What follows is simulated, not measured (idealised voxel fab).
Herein follows the process module entitled voxel gate over fins.
Square cells of 5 nm make up the cross-section cut, whose width is 280 nm.
Cross-section = grid of square cells, listed top down in bands; band = one or more rows. The band entry comprises the height of the band's top followed by the height of its bottom, expressed in nm, and subsequently the band's materials from left to right, each stated together with its width in nm. Where a single material is marked with the word "all across", that material fills the band from edge to edge. The word "blank" represents empty space. Heights are reckoned from 0. Under this level, the received wafer is all of one material. The bottommost band is open-ended downward, for example "0..down". A width given as "30->40" starts at the first number in the band's top row and ends at the second number in its bottom row, shifting by an equal amount at every step from row to row. "stayed the same" -> step changed no cross-section cell. This entry, "Fully sealed cavities", enumerates those empty regions of no fewer than 8 cells that possess no open connection to the top. Each region is reported in the form width x height at distance, the distance being taken from the left edge, with all three quantities expressed in nm. Where a step's line continues beyond its settings, the continuation is a remark by the simulator itself on that step. Each step line may optionally specify "overlay nm", which for a step with a mask gives the rightward distance between the mask's planned place and where it lay, a negative value indicating the leftward direction.
-- Planned process steps
1,RECEIVE (material Si)
2,CONFORMAL_DEP (material SiN; thk nm 5)
3,DIRECTIONAL_DEP (material aC; thk nm 10)
4,PATTERN (tone cover; mask id FINS; material resist; width nm 15; pitch nm 45; thk nm 25; overlay nm 0)
5,DIRECTIONAL_ETCH (etch materials aC; depth nm 10)
6,STRIP (etch materials resist)
7,DIRECTIONAL_ETCH (etch materials SiN; depth nm 5)
8,DIRECTIONAL_ETCH (etch materials Si; depth nm 30)
9,STRIP (etch materials aC)
10,FILL_DEP (material SiO2; thk nm 10)
11,CMP (height nm 5)
12,SELECTIVE_ETCH (etch materials SiO2; depth nm 20)
13,STRIP (etch materials SiN)
14,CONFORMAL_DEP (material HfO2; thk nm 5)
15,CONFORMAL_DEP (material TiN; thk nm 5)
16,CONFORMAL_DEP (material TiAl; thk nm 5)
17,CONFORMAL_DEP (material TiN; thk nm 5)
18,FILL_DEP (material W; thk nm 10)
19,CMP (height nm 25)
20,CONFORMAL_DEP (material SiCN; thk nm 10)
-- as received, after step 1
0..down | Si all across
Fully sealed cavities: none
-- Post-module cross-section: identical start and plan to those above, one misstep in execution
35..25 | SiCN all across
25..20 | W all across
20..15 | TiN all across
15..10 | TiAl all across
10..5 | TiN all across
5..0 | HfO2 (70)  TiN (5)  HfO2 (40)  TiN (5)  HfO2 (40)  TiN (5)  HfO2 (40)  TiN (5)  HfO2 (70)
0..-10 | Si (65)  HfO2 (5)  TiN (5)  HfO2 (5)  Si (30)  HfO2 (5)  TiN (5)  HfO2 (5)  Si (30)  HfO2 (5)  TiN (5)  HfO2 (5)  Si (30)  HfO2 (5)  TiN (5)  HfO2 (5)  Si (65)
-10..-15 | Si (65)  HfO2 (15)  Si (30)  HfO2 (15)  Si (30)  HfO2 (15)  Si (30)  HfO2 (15)  Si (65)
-15..-30 | Si (65)  SiO2 (15)  Si (30)  SiO2 (15)  Si (30)  SiO2 (15)  Si (30)  SiO2 (15)  Si (65)
-30..down | Si all across
Fully sealed cavities: none
Finding, execution versus plan: step 4 changed vs plan, executed as PATTERN (tone open; mask id FINS; material resist; width nm 15; pitch nm 45; thk nm 25; overlay nm 0)
